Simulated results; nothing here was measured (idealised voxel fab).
process module | voxel ribs on slabs
cross-section cut | 150 nm wide | cells 5 nm
A cross-section is a grid of square cells, given in bands from the top down. A band is one or more rows of cells.
Each band's line starts with the height of the band's top and of its bottom, in nm. Then come its materials from left to right, each with its width in nm. One material with "throughout" fills the band from edge to edge. "air" is empty space.
Height 0 is the level under which the wafer as received is all one material. The lowest band goes on downwards, as in "0 down".
A width such as "30 to 40" changes by the same amount from each row of cells to the next, from the band's top row to its bottom row.
"no change" after a step means that no cell of the cross-section changed.
closed voids: empty space of 8 cells or more with no open way to the top, each as width x height at its distance from the left edge, in nm
after a step's settings: what the simulator itself notes on the step
overlay nm, on a step with a mask: how far to the right of its planned place the mask lay; to the left if negative
Each pair below shows a cross-section before one step and the cross-section after it, down to the lowest band that changed. The line under each pair gives the step between them, with its settings. The pairs can come from different runs of this module on the same starting wafer, so a pair continues from the pair above only where its "before" says so.
before
  0 down: Si throughout
  closed voids: none
after
  25 to 0: SiO2 throughout
  below 0: unchanged
  closed voids: none
the step between: op DIRECTIONAL_DEP | material SiO2 | thk nm 25
before: the cross-section after the pair above
after
  40 to 25: polySi throughout
  below 25: unchanged
  closed voids: none
the step between: op DIRECTIONAL_DEP | material polySi | thk nm 15
before: the cross-section after the pair above
after
  55 to 40: aC throughout
  below 40: unchanged
  closed voids: none
the step between: op DIRECTIONAL_DEP | material aC | thk nm 15
before: the cross-section after the pair above
after
  85 to 55: air 65 | resist 20 | air 65
  below 55: unchanged
  closed voids: none
the step between: op PATTERN | tone cover | mask id RIB | material resist | width nm 20 | thk nm 30 | overlay nm 0
before: the cross-section after the pair above
after
  70 to 55: air 65 | resist 20 | air 65
  55 to 40: air 65 | aC 20 | air 65
  below 40: unchanged
  closed voids: none
the step between: op DIRECTIONAL_ETCH | etch materials aC | depth nm 15
before: the cross-section after the pair above
after
  55 to 40: air 65 | aC 20 | air 65
  below 40: unchanged
  closed voids: none
the step between: op STRIP | etch materials resist
before: the cross-section after the pair above
after
  55 to 40: air 65 | aC 20 | air 65
  40 to 35: air 65 | polySi 20 | air 65
  below 35: unchanged
  closed voids: none
the step between: op DIRECTIONAL_ETCH | etch materials polySi | depth nm 5
before: the cross-section after the pair above
after
  40 to 35: air 65 | polySi 20 | air 65
  below 35: unchanged
  closed voids: none
the step between: op STRIP | etch materials aC
before: the cross-section after the pair above
after
  40 to 35: air 65 | polySi 20 | air 65
  35 to 25: air 40 | polySi 70 | air 40
  below 25: unchanged
  closed voids: none
the step between: op MASKED_ETCH | tone cover | mask id SLAB | width nm 70 | etch materials polySi | depth nm 10 | overlay nm 0
before: the cross-section after the pair above
after
  70 to 40: SiO2 throughout
  40 to 35: SiO2 65 | polySi 20 | SiO2 65
  35 to 25: SiO2 40 | polySi 70 | SiO2 40
  below 25: unchanged
  closed voids: none
the step between: op FILL_DEP | material SiO2 | thk nm 30
before: the cross-section after the pair above
after
  60 to 40: SiO2 throughout
  below 40: unchanged
  closed voids: none
the step between: op CMP | height nm 60
before: the cross-section after the pair above
after
  70 to 60: TiN throughout
  below 60: unchanged
  closed voids: none
the step between: op DIRECTIONAL_DEP | material TiN | thk nm 10
before: the cross-section after the pair above
after
  85 to 70: air 60 | resist 30 | air 60
  below 70: unchanged
  closed voids: none
the step between: op PATTERN | tone cover | mask id HEATER | material resist | width nm 30 | thk nm 15 | overlay nm 0
before: the cross-section after the pair above
after
  85 to 70: air 60 | resist 30 | air 60
  70 to 60: air 60 | TiN 30 | air 60
  below 60: unchanged
  closed voids: none
the step between: op DIRECTIONAL_ETCH | etch materials TiN | depth nm 10
before: the cross-section after the pair above
after
  70 to 60: air 60 | TiN 30 | air 60
  below 60: unchanged
  closed voids: none
the step between: op STRIP | etch materials resist
before: the cross-section after the pair above
after
  80 to 70: air 50 | SiO2 50 | air 50
  70 to 60: SiO2 60 | TiN 30 | SiO2 60
  below 60: unchanged
  closed voids: none
the step between: op CONFORMAL_DEP | material SiO2 | thk nm 10
before
  25 to 0: SiO2 throughout
  0 down: Si throughout
  closed voids: none
after
  50 to 0: SiO2 throughout
  below 0: unchanged
  closed voids: none
the step between: op DIRECTIONAL_DEP | material SiO2 | thk nm 25
before: the cross-section after the pair above
after
  65 to 50: polySi throughout
  below 50: unchanged
  closed voids: none
the step between: op DIRECTIONAL_DEP | material polySi | thk nm 15
before: the cross-section after the pair above
after
  80 to 65: aC throughout
  below 65: unchanged
  closed voids: none
the step between: op DIRECTIONAL_DEP | material aC | thk nm 15
before: the cross-section after the pair above
after
  110 to 80: air 65 | resist 20 | air 65
  below 80: unchanged
  closed voids: none
the step between: op PATTERN | tone cover | mask id RIB | material resist | width nm 20 | thk nm 30 | overlay nm 0
before: the cross-section after the pair above
after
  95 to 80: air 65 | resist 20 | air 65
  80 to 65: air 65 | aC 20 | air 65
  below 65: unchanged
  closed voids: none
the step between: op DIRECTIONAL_ETCH | etch materials aC | depth nm 15
before: the cross-section after the pair above
after
  80 to 65: air 65 | aC 20 | air 65
  below 65: unchanged
  closed voids: none
the step between: op STRIP | etch materials resist
before: the cross-section after the pair above
after
  80 to 65: air 65 | aC 20 | air 65
  65 to 60: air 65 | polySi 20 | air 65
  below 60: unchanged
  closed voids: none
the step between: op DIRECTIONAL_ETCH | etch materials polySi | depth nm 5
before: the cross-section after the pair above
after
  65 to 60: air 65 | polySi 20 | air 65
  below 60: unchanged
  closed voids: none
the step between: op STRIP | etch materials aC
before: the cross-section after the pair above
after
  65 to 60: air 65 | polySi 20 | air 65
  60 to 50: air 40 | polySi 70 | air 40
  below 50: unchanged
  closed voids: none
the step between: op MASKED_ETCH | tone cover | mask id SLAB | width nm 70 | etch materials polySi | depth nm 10 | overlay nm 0
before: the cross-section after the pair above
after
  95 to 65: SiO2 throughout
  65 to 60: SiO2 65 | polySi 20 | SiO2 65
  60 to 50: SiO2 40 | polySi 70 | SiO2 40
  below 50: unchanged
  closed voids: none
the step between: op FILL_DEP | material SiO2 | thk nm 30
before: the cross-section after the pair above
after
  60 to 50: SiO2 40 | polySi 70 | SiO2 40
  below 50: unchanged
  closed voids: none
the step between: op CMP | height nm 60
before: the cross-section after the pair above
after
  70 to 60: TiN throughout
  below 60: unchanged
  closed voids: none
the step between: op DIRECTIONAL_DEP | material TiN | thk nm 10
before: the cross-section after the pair above
after
  85 to 70: air 60 | resist 30 | air 60
  below 70: unchanged
  closed voids: none
the step between: op PATTERN | tone cover | mask id HEATER | material resist | width nm 30 | thk nm 15 | overlay nm 0
before: the cross-section after the pair above
after
  85 to 70: air 60 | resist 30 | air 60
  70 to 60: air 60 | TiN 30 | air 60
  below 60: unchanged
  closed voids: none
the step between: op DIRECTIONAL_ETCH | etch materials TiN | depth nm 10
before: the cross-section after the pair above
after
  70 to 60: air 60 | TiN 30 | air 60
  below 60: unchanged
  closed voids: none
the step between: op STRIP | etch materials resist
before: the cross-section after the pair above
after
  80 to 70: air 50 | SiO2 50 | air 50
  70 to 60: SiO2 60 | TiN 30 | SiO2 60
  below 60: unchanged
  closed voids: none
the step between: op CONFORMAL_DEP | material SiO2 | thk nm 10
before
  0 down: Si throughout
  closed voids: none
after
  15 to 0: polySi throughout
  below 0: unchanged
  closed voids: none
the step between: op DIRECTIONAL_DEP | material polySi | thk nm 15
before: the cross-section after the pair above
after
  40 to 15: SiO2 throughout
  below 15: unchanged
  closed voids: none
the step between: op DIRECTIONAL_DEP | material SiO2 | thk nm 25
before: the cross-section after the pair above
after
  55 to 40: aC throughout
  below 40: unchanged
  closed voids: none
the step between: op DIRECTIONAL_DEP | material aC | thk nm 15
before: the cross-section after the pair above
after
  85 to 55: air 65 | resist 20 | air 65
  below 55: unchanged
  closed voids: none
the step between: op PATTERN | tone cover | mask id RIB | material resist | width nm 20 | thk nm 30 | overlay nm 0
before: the cross-section after the pair above
after
  70 to 55: air 65 | resist 20 | air 65
  55 to 40: air 65 | aC 20 | air 65
  below 40: unchanged
  closed voids: none
the step between: op DIRECTIONAL_ETCH | etch materials aC | depth nm 15
before: the cross-section after the pair above
after
  55 to 40: air 65 | aC 20 | air 65
  below 40: unchanged
  closed voids: none
the step between: op STRIP | etch materials resist
before: the cross-section after the pair above
after
  40 to 15: SiO2 throughout
  below 15: unchanged
  closed voids: none
the step between: op STRIP | etch materials aC
before: the cross-section after the pair above
after
  70 to 15: SiO2 throughout
  below 15: unchanged
  closed voids: none
the step between: op FILL_DEP | material SiO2 | thk nm 30
before: the cross-section after the pair above
after
  60 to 15: SiO2 throughout
  below 15: unchanged
  closed voids: none
the step between: op CMP | height nm 60
before: the cross-section after the pair above
after
  70 to 60: TiN throughout
  below 60: unchanged
  closed voids: none
the step between: op DIRECTIONAL_DEP | material TiN | thk nm 10
before: the cross-section after the pair above
after
  85 to 70: air 60 | resist 30 | air 60
  below 70: unchanged
  closed voids: none
the step between: op PATTERN | tone cover | mask id HEATER | material resist | width nm 30 | thk nm 15 | overlay nm 0
before: the cross-section after the pair above
after
  85 to 70: air 60 | resist 30 | air 60
  70 to 60: air 60 | TiN 30 | air 60
  below 60: unchanged
  closed voids: none
the step between: op DIRECTIONAL_ETCH | etch materials TiN | depth nm 10
before: the cross-section after the pair above
after
  70 to 60: air 60 | TiN 30 | air 60
  below 60: unchanged
  closed voids: none
the step between: op STRIP | etch materials resist
before: the cross-section after the pair above
after
  80 to 70: air 50 | SiO2 50 | air 50
  70 to 60: SiO2 60 | TiN 30 | SiO2 60
  below 60: unchanged
  closed voids: none
the step between: op CONFORMAL_DEP | material SiO2 | thk nm 10
before
  0 down: Si throughout
  closed voids: none
after
  20 to 0: SiO2 throughout
  below 0: unchanged
  closed voids: none
the step between: op DIRECTIONAL_DEP | material SiO2 | thk nm 20
before: the cross-section after the pair above
after
  35 to 20: polySi throughout
  below 20: unchanged
  closed voids: none
the step between: op DIRECTIONAL_DEP | material polySi | thk nm 15
before: the cross-section after the pair above
after
  50 to 35: aC throughout
  below 35: unchanged
  closed voids: none
the step between: op DIRECTIONAL_DEP | material aC | thk nm 15
before: the cross-section after the pair above
after
  80 to 50: air 65 | resist 20 | air 65
  below 50: unchanged
  closed voids: none
the step between: op PATTERN | tone cover | mask id RIB | material resist | width nm 20 | thk nm 30 | overlay nm 0
before: the cross-section after the pair above
after
  65 to 50: air 65 | resist 20 | air 65
  50 to 35: air 65 | aC 20 | air 65
  below 35: unchanged
  closed voids: none
the step between: op DIRECTIONAL_ETCH | etch materials aC | depth nm 15
before: the cross-section after the pair above
after
  50 to 35: air 65 | aC 20 | air 65
  below 35: unchanged
  closed voids: none
the step between: op STRIP | etch materials resist
before: the cross-section after the pair above
after
  50 to 35: air 65 | aC 20 | air 65
  35 to 30: air 65 | polySi 20 | air 65
  below 30: unchanged
  closed voids: none
the step between: op DIRECTIONAL_ETCH | etch materials polySi | depth nm 5
before: the cross-section after the pair above
after
  35 to 30: air 65 | polySi 20 | air 65
  below 30: unchanged
  closed voids: none
the step between: op STRIP | etch materials aC
before: the cross-section after the pair above
after
  35 to 30: air 65 | polySi 20 | air 65
  30 to 20: air 40 | polySi 70 | air 40
  below 20: unchanged
  closed voids: none
the step between: op MASKED_ETCH | tone cover | mask id SLAB | width nm 70 | etch materials polySi | depth nm 10 | overlay nm 0
before: the cross-section after the pair above
after
  65 to 35: SiO2 throughout
  35 to 30: SiO2 65 | polySi 20 | SiO2 65
  30 to 20: SiO2 40 | polySi 70 | SiO2 40
  below 20: unchanged
  closed voids: none
the step between: op FILL_DEP | material SiO2 | thk nm 30
before: the cross-section after the pair above
after
  60 to 35: SiO2 throughout
  below 35: unchanged
  closed voids: none
the step between: op CMP | height nm 60
before: the cross-section after the pair above
after
  70 to 60: TiN throughout
  below 60: unchanged
  closed voids: none
the step between: op DIRECTIONAL_DEP | material TiN | thk nm 10
before: the cross-section after the pair above
after
  85 to 70: air 60 | resist 30 | air 60
  below 70: unchanged
  closed voids: none
the step between: op PATTERN | tone cover | mask id HEATER | material resist | width nm 30 | thk nm 15 | overlay nm 0
before: the cross-section after the pair above
after
  85 to 70: air 60 | resist 30 | air 60
  70 to 60: air 60 | TiN 30 | air 60
  below 60: unchanged
  closed voids: none
the step between: op DIRECTIONAL_ETCH | etch materials TiN | depth nm 10
before: the cross-section after the pair above
after
  70 to 60: air 60 | TiN 30 | air 60
  below 60: unchanged
  closed voids: none
the step between: op STRIP | etch materials resist
before: the cross-section after the pair above
after
  80 to 70: air 50 | SiO2 50 | air 50
  70 to 60: SiO2 60 | TiN 30 | SiO2 60
  below 60: unchanged
  closed voids: none
the step between: op CONFORMAL_DEP | material SiO2 | thk nm 10
before
  40 to 35: air 65 | polySi 20 | air 65
  35 to 25: polySi throughout
  25 to 0: SiO2 throughout
  0 down: Si throughout
  closed voids: none
after
  40 to 35: air 65 | polySi 20 | air 65
  35 to 25: air 45 | polySi 65 | air 40
  below 25: unchanged
  closed voids: none
the step between: op MASKED_ETCH | tone cover | mask id SLAB | width nm 65 | etch materials polySi | depth nm 10 | overlay nm 0
before: the cross-section after the pair above
after
  70 to 40: SiO2 throughout
  40 to 35: SiO2 65 | polySi 20 | SiO2 65
  35 to 25: SiO2 45 | polySi 65 | SiO2 40
  below 25: unchanged
  closed voids: none
the step between: op FILL_DEP | material SiO2 | thk nm 30
before: the cross-section after the pair above
after
  60 to 40: SiO2 throughout
  below 40: unchanged
  closed voids: none
the step between: op CMP | height nm 60
before: the cross-section after the pair above
after
  70 to 60: TiN throughout
  below 60: unchanged
  closed voids: none
the step between: op DIRECTIONAL_DEP | material TiN | thk nm 10
before: the cross-section after the pair above
after
  85 to 70: air 60 | resist 30 | air 60
  below 70: unchanged
  closed voids: none
the step between: op PATTERN | tone cover | mask id HEATER | material resist | width nm 30 | thk nm 15 | overlay nm 0
before: the cross-section after the pair above
after
  85 to 70: air 60 | resist 30 | air 60
  70 to 60: air 60 | TiN 30 | air 60
  below 60: unchanged
  closed voids: none
the step between: op DIRECTIONAL_ETCH | etch materials TiN | depth nm 10
before: the cross-section after the pair above
after
  70 to 60: air 60 | TiN 30 | air 60
  below 60: unchanged
  closed voids: none
the step between: op STRIP | etch materials resist
before: the cross-section after the pair above
after
  80 to 70: air 50 | SiO2 50 | air 50
  70 to 60: SiO2 60 | TiN 30 | SiO2 60
  below 60: unchanged
  closed voids: none
the step between: op CONFORMAL_DEP | material SiO2 | thk nm 10
before
  40 to 35: air 65 | polySi 20 | air 65
  35 to 25: polySi throughout
  25 to 0: SiO2 throughout
  0 down: Si throughout
  closed voids: none
after
  40 to 35: air 65 | polySi 20 | air 65
  35 to 25: air 45 | polySi 70 | air 35
  below 25: unchanged
  closed voids: none
the step between: op MASKED_ETCH | tone cover | mask id SLAB | width nm 70 | etch materials polySi | depth nm 10 | overlay nm 5
before: the cross-section after the pair above
after
  70 to 40: SiO2 throughout
  40 to 35: SiO2 65 | polySi 20 | SiO2 65
  35 to 25: SiO2 45 | polySi 70 | SiO2 35
  below 25: unchanged
  closed voids: none
the step between: op FILL_DEP | material SiO2 | thk nm 30
before: the cross-section after the pair above
after
  60 to 40: SiO2 throughout
  below 40: unchanged
  closed voids: none
the step between: op CMP | height nm 60
before: the cross-section after the pair above
after
  70 to 60: TiN throughout
  below 60: unchanged
  closed voids: none
the step between: op DIRECTIONAL_DEP | material TiN | thk nm 10
before: the cross-section after the pair above
after
  85 to 70: air 60 | resist 30 | air 60
  below 70: unchanged
  closed voids: none
the step between: op PATTERN | tone cover | mask id HEATER | material resist | width nm 30 | thk nm 15 | overlay nm 0
before: the cross-section after the pair above
after
  85 to 70: air 60 | resist 30 | air 60
  70 to 60: air 60 | TiN 30 | air 60
  below 60: unchanged
  closed voids: none
the step between: op DIRECTIONAL_ETCH | etch materials TiN | depth nm 10
before: the cross-section after the pair above
after
  70 to 60: air 60 | TiN 30 | air 60
  below 60: unchanged
  closed voids: none
the step between: op STRIP | etch materials resist
before: the cross-section after the pair above
after
  80 to 70: air 50 | SiO2 50 | air 50
  70 to 60: SiO2 60 | TiN 30 | SiO2 60
  below 60: unchanged
  closed voids: none
the step between: op CONFORMAL_DEP | material SiO2 | thk nm 10
before
  0 down: Si throughout
  closed voids: none
after
  25 to 0: aC throughout
  below 0: unchanged
  closed voids: none
the step between: op DIRECTIONAL_DEP | material aC | thk nm 25
before: the cross-section after the pair above
after
  40 to 25: polySi throughout
  below 25: unchanged
  closed voids: none
the step between: op DIRECTIONAL_DEP | material polySi | thk nm 15
before: the cross-section after the pair above
after
  55 to 40: aC throughout
  below 40: unchanged
  closed voids: none
the step between: op DIRECTIONAL_DEP | material aC | thk nm 15
before: the cross-section after the pair above
after
  85 to 55: air 65 | resist 20 | air 65
  below 55: unchanged
  closed voids: none
the step between: op PATTERN | tone cover | mask id RIB | material resist | width nm 20 | thk nm 30 | overlay nm 0
before: the cross-section after the pair above
after
  70 to 55: air 65 | resist 20 | air 65
  55 to 40: air 65 | aC 20 | air 65
  below 40: unchanged
  closed voids: none
the step between: op DIRECTIONAL_ETCH | etch materials aC | depth nm 15
before: the cross-section after the pair above
after
  55 to 40: air 65 | aC 20 | air 65
  below 40: unchanged
  closed voids: none
the step between: op STRIP | etch materials resist
before: the cross-section after the pair above
after
  55 to 40: air 65 | aC 20 | air 65
  40 to 35: air 65 | polySi 20 | air 65
  below 35: unchanged
  closed voids: none
the step between: op DIRECTIONAL_ETCH | etch materials polySi | depth nm 5
before: the cross-section after the pair above
after
  40 to 35: air 65 | polySi 20 | air 65
  below 35: unchanged
  closed voids: none
the step between: op STRIP | etch materials aC
before: the cross-section after the pair above
after
  40 to 35: air 65 | polySi 20 | air 65
  35 to 25: air 40 | polySi 70 | air 40
  below 25: unchanged
  closed voids: none
the step between: op MASKED_ETCH | tone cover | mask id SLAB | width nm 70 | etch materials polySi | depth nm 10 | overlay nm 0
before: the cross-section after the pair above
after
  70 to 40: SiO2 throughout
  40 to 35: SiO2 65 | polySi 20 | SiO2 65
  35 to 25: SiO2 40 | polySi 70 | SiO2 40
  below 25: unchanged
  closed voids: none
the step between: op FILL_DEP | material SiO2 | thk nm 30
before: the cross-section after the pair above
after
  60 to 40: SiO2 throughout
  below 40: unchanged
  closed voids: none
the step between: op CMP | height nm 60
before: the cross-section after the pair above
after
  70 to 60: TiN throughout
  below 60: unchanged
  closed voids: none
the step between: op DIRECTIONAL_DEP | material TiN | thk nm 10
before: the cross-section after the pair above
after
  85 to 70: air 60 | resist 30 | air 60
  below 70: unchanged
  closed voids: none
the step between: op PATTERN | tone cover | mask id HEATER | material resist | width nm 30 | thk nm 15 | overlay nm 0
before: the cross-section after the pair above
after
  85 to 70: air 60 | resist 30 | air 60
  70 to 60: air 60 | TiN 30 | air 60
  below 60: unchanged
  closed voids: none
the step between: op DIRECTIONAL_ETCH | etch materials TiN | depth nm 10
before: the cross-section after the pair above
after
  70 to 60: air 60 | TiN 30 | air 60
  below 60: unchanged
  closed voids: none
the step between: op STRIP | etch materials resist
before: the cross-section after the pair above
after
  80 to 70: air 50 | SiO2 50 | air 50
  70 to 60: SiO2 60 | TiN 30 | SiO2 60
  below 60: unchanged
  closed voids: none
the step between: op CONFORMAL_DEP | material SiO2 | thk nm 10
before
  40 to 35: air 65 | polySi 20 | air 65
  35 to 25: polySi throughout
  25 to 0: SiO2 throughout
  0 down: Si throughout
  closed voids: none
after
  35 to 30: polySi 40 | air 70 | polySi 40
  30 to 25: polySi 40 | air 25 | polySi 20 | air 25 | polySi 40
  below 25: unchanged
  closed voids: none
the step between: op MASKED_ETCH | tone open | mask id SLAB | width nm 70 | etch materials polySi | depth nm 10 | overlay nm 0
before: the cross-section after the pair above
after
  65 to 35: SiO2 throughout
  35 to 30: polySi 40 | SiO2 70 | polySi 40
  30 to 25: polySi 40 | SiO2 25 | polySi 20 | SiO2 25 | polySi 40
  below 25: unchanged
  closed voids: none
the step between: op FILL_DEP | material SiO2 | thk nm 30
before: the cross-section after the pair above
after
  60 to 35: SiO2 throughout
  below 35: unchanged
  closed voids: none
the step between: op CMP | height nm 60
before: the cross-section after the pair above
after
  70 to 60: TiN throughout
  below 60: unchanged
  closed voids: none
the step between: op DIRECTIONAL_DEP | material TiN | thk nm 10
before: the cross-section after the pair above
after
  85 to 70: air 60 | resist 30 | air 60
  below 70: unchanged
  closed voids: none
the step between: op PATTERN | tone cover | mask id HEATER | material resist | width nm 30 | thk nm 15 | overlay nm 0
before: the cross-section after the pair above
after
  85 to 70: air 60 | resist 30 | air 60
  70 to 60: air 60 | TiN 30 | air 60
  below 60: unchanged
  closed voids: none
the step between: op DIRECTIONAL_ETCH | etch materials TiN | depth nm 10
before: the cross-section after the pair above
after
  70 to 60: air 60 | TiN 30 | air 60
  below 60: unchanged
  closed voids: none
the step between: op STRIP | etch materials resist
before: the cross-section after the pair above
after
  80 to 70: air 50 | SiO2 50 | air 50
  70 to 60: SiO2 60 | TiN 30 | SiO2 60
  below 60: unchanged
  closed voids: none
the step between: op CONFORMAL_DEP | material SiO2 | thk nm 10
